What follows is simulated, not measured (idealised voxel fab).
process module | voxel quadruple lines
cross-section cut | 290 nm wide | cells 5 nm
A cross-section is a grid of square cells, given in bands from the top down. A band is one or more rows of cells.
Each band's line starts with the height of the band's top and of its bottom, in nm. Then come its materials from left to right, each with its width in nm. One material with "throughout" fills the band from edge to edge. "air" is empty space.
Height 0 is the level under which the wafer as received is all one material. The lowest band goes on downwards, as in "0 down".
A width such as "30 to 40" changes by the same amount from each row of cells to the next, from the band's top row to its bottom row.
"no change" after a step means that no cell of the cross-section changed.
closed voids: empty space of 8 cells or more with no open way to the top, each as width x height at its distance from the left edge, in nm
after a step's settings: what the simulator itself notes on the step
overlay nm, on a step with a mask: how far to the right of its planned place the mask lay; to the left if negative
plan
1 op RECEIVE | material Si
2 op CONFORMAL_DEP | material Al2O3 | thk nm 10
3 op DIRECTIONAL_DEP | material Ru | thk nm 10
4 op DIRECTIONAL_DEP | material polySi | thk nm 20
5 op DIRECTIONAL_DEP | material aC | thk nm 20
6 op PATTERN | tone cover | mask id MANDREL | material resist | width nm 25 | thk nm 25 | overlay nm 0
7 op DIRECTIONAL_ETCH | etch materials aC | depth nm 20
8 op STRIP | etch materials resist
9 op CONFORMAL_DEP | material SiO2 | thk nm 15
10 op DIRECTIONAL_ETCH | etch materials SiO2 | depth nm 15
11 op STRIP | etch materials aC
12 op DIRECTIONAL_ETCH | etch materials polySi | depth nm 20
13 op STRIP | etch materials SiO2
14 op CONFORMAL_DEP | material SiN | thk nm 5
15 op DIRECTIONAL_ETCH | etch materials SiN | depth nm 5
16 op STRIP | etch materials polySi
17 op DIRECTIONAL_ETCH | etch materials Ru | depth nm 10
18 op STRIP | etch materials SiN
first wafer, as planned
as received, after step 1
  0 down: Si throughout
  closed voids: none
after step 2
  10 to 0: Al2O3 throughout
  below 0: unchanged
after step 3
  20 to 10: Ru throughout
  below 10: unchanged
after step 4
  40 to 20: polySi throughout
  below 20: unchanged
after step 5
  60 to 40: aC throughout
  below 40: unchanged
after step 6
  85 to 60: air 130 | resist 25 | air 135
  below 60: unchanged
after step 7
  65 to 60: air 130 | resist 25 | air 135
  60 to 40: air 130 | aC 25 | air 135
  below 40: unchanged
after step 8
  60 to 40: air 130 | aC 25 | air 135
  below 40: unchanged
after step 9
  75 to 60: air 115 | SiO2 55 | air 120
  60 to 55: air 115 | SiO2 15 | aC 25 | SiO2 15 | air 120
  55 to 40: SiO2 130 | aC 25 | SiO2 135
  below 40: unchanged
after step 10
  60 to 40: air 115 | SiO2 15 | aC 25 | SiO2 15 | air 120
  below 40: unchanged
after step 11
  60 to 40: air 115 | SiO2 15 | air 25 | SiO2 15 | air 120
  below 40: unchanged
after step 12
  60 to 40: air 115 | SiO2 15 | air 25 | SiO2 15 | air 120
  40 to 20: air 115 | polySi 15 | air 25 | polySi 15 | air 120
  below 20: unchanged
after step 13
  40 to 20: air 115 | polySi 15 | air 25 | polySi 15 | air 120
  below 20: unchanged
after step 14
  45 to 40: air 110 | SiN 25 | air 15 | SiN 25 | air 115
  40 to 25: air 110 | SiN 5 | polySi 15 | SiN 5 | air 15 | SiN 5 | polySi 15 | SiN 5 | air 115
  25 to 20: SiN 115 | polySi 15 | SiN 25 | polySi 15 | SiN 120
  below 20: unchanged
after step 15
  40 to 20: air 110 | SiN 5 | polySi 15 | SiN 5 | air 15 | SiN 5 | polySi 15 | SiN 5 | air 115
  below 20: unchanged
after step 16
  40 to 20: air 110 | SiN 5 | air 15 | SiN 5 | air 15 | SiN 5 | air 15 | SiN 5 | air 115
  below 20: unchanged
after step 17
  40 to 20: air 110 | SiN 5 | air 15 | SiN 5 | air 15 | SiN 5 | air 15 | SiN 5 | air 115
  20 to 10: air 110 | Ru 5 | air 15 | Ru 5 | air 15 | Ru 5 | air 15 | Ru 5 | air 115
  below 10: unchanged
after step 18
  20 to 10: air 110 | Ru 5 | air 15 | Ru 5 | air 15 | Ru 5 | air 15 | Ru 5 | air 115
  below 10: unchanged
second wafer: like start, like plan, one mistake. Through step 5 it matches the first wafer
when step 6 should have ended
  85 to 60: air 125 | resist 25 | air 140
  below 60: unchanged
when step 7 should have ended
  65 to 60: air 125 | resist 25 | air 140
  60 to 40: air 125 | aC 25 | air 140
  below 40: unchanged
when step 8 should have ended
  60 to 40: air 125 | aC 25 | air 140
  below 40: unchanged
when step 9 should have ended
  75 to 60: air 110 | SiO2 55 | air 125
  60 to 55: air 110 | SiO2 15 | aC 25 | SiO2 15 | air 125
  55 to 40: SiO2 125 | aC 25 | SiO2 140
  below 40: unchanged
when step 10 should have ended
  60 to 40: air 110 | SiO2 15 | aC 25 | SiO2 15 | air 125
  below 40: unchanged
when step 11 should have ended
  60 to 40: air 110 | SiO2 15 | air 25 | SiO2 15 | air 125
  below 40: unchanged
when step 12 should have ended
  60 to 40: air 110 | SiO2 15 | air 25 | SiO2 15 | air 125
  40 to 20: air 110 | polySi 15 | air 25 | polySi 15 | air 125
  below 20: unchanged
when step 13 should have ended
  40 to 20: air 110 | polySi 15 | air 25 | polySi 15 | air 125
  below 20: unchanged
when step 14 should have ended
  45 to 40: air 105 | SiN 25 | air 15 | SiN 25 | air 120
  40 to 25: air 105 | SiN 5 | polySi 15 | SiN 5 | air 15 | SiN 5 | polySi 15 | SiN 5 | air 120
  25 to 20: SiN 110 | polySi 15 | SiN 25 | polySi 15 | SiN 125
  below 20: unchanged
when step 15 should have ended
  40 to 20: air 105 | SiN 5 | polySi 15 | SiN 5 | air 15 | SiN 5 | polySi 15 | SiN 5 | air 120
  below 20: unchanged
when step 16 should have ended
  40 to 20: air 105 | SiN 5 | air 15 | SiN 5 | air 15 | SiN 5 | air 15 | SiN 5 | air 120
  below 20: unchanged
when step 17 should have ended
  40 to 20: air 105 | SiN 5 | air 15 | SiN 5 | air 15 | SiN 5 | air 15 | SiN 5 | air 120
  20 to 10: air 105 | Ru 5 | air 15 | Ru 5 | air 15 | Ru 5 | air 15 | Ru 5 | air 120
  below 10: unchanged
when step 18 should have ended
  20 to 10: air 105 | Ru 5 | air 15 | Ru 5 | air 15 | Ru 5 | air 15 | Ru 5 | air 120
  below 10: unchanged
what went wrong: step 6 ran as: op PATTERN | tone cover | mask id MANDREL | material resist | width nm 25 | thk nm 25 | overlay nm -5
at the end the second wafer has, in cells: as many of each material as the first, in other places
